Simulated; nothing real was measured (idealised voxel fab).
process module | voxel ribs on slabs
cross-section cut | 215 nm wide | cells 5 nm
A cross-section is a grid of square cells, given in bands from the top down. A band is one or more rows of cells.
Each band's line starts with the height of the band's top and of its bottom, in nm. Then come its materials from left to right, each with its width in nm. One material with "throughout" fills the band from edge to edge. "air" is empty space.
Height 0 is the level under which the wafer as received is all one material. The lowest band goes on downwards, as in "0 down".
A width such as "30 to 40" changes by the same amount from each row of cells to the next, from the band's top row to its bottom row.
"no change" after a step means that no cell of the cross-section changed.
closed voids: empty space of 8 cells or more with no open way to the top, each as width x height at its distance from the left edge, in nm
after a step's settings: what the simulator itself notes on the step
overlay nm, on a step with a mask: how far to the right of its planned place the mask lay; to the left if negative
plan
1 op RECEIVE | material Si
2 op DIRECTIONAL_DEP | material SiO2 | thk nm 20
3 op DIRECTIONAL_DEP | material polySi | thk nm 25
4 op PATTERN | tone cover | mask id RIB | material resist | width nm 30 | thk nm 20 | overlay nm 0
5 op DIRECTIONAL_ETCH | etch materials polySi | depth nm 20
6 op STRIP | etch materials resist
7 op MASKED_ETCH | tone cover | mask id SLAB | width nm 70 | etch materials polySi | depth nm 5 | overlay nm 0
8 op FILL_DEP | material SiO2 | thk nm 25
9 op CMP | height nm 65
10 op DIRECTIONAL_DEP | material W | thk nm 10
11 op MASKED_ETCH | tone cover | mask id HEATER | width nm 40 | etch materials W | depth nm 10 | overlay nm 0
12 op CONFORMAL_DEP | material SiO2 | thk nm 10
as received, after step 1
  0 down: Si throughout
  closed voids: none
a wafer at the end: this start, this plan, one mistake
  85 to 75: air 70 | SiO2 60 | air 85
  75 to 65: SiO2 80 | W 40 | SiO2 95
  65 to 45: SiO2 throughout
  45 to 25: SiO2 90 | polySi 30 | SiO2 95
  25 to 20: SiO2 70 | polySi 70 | SiO2 75
  20 to 0: SiO2 throughout
  0 down: Si throughout
  closed voids: none
what went wrong: step 11 ran as: op MASKED_ETCH | tone cover | mask id HEATER | width nm 40 | etch materials W | depth nm 10 | overlay nm -5
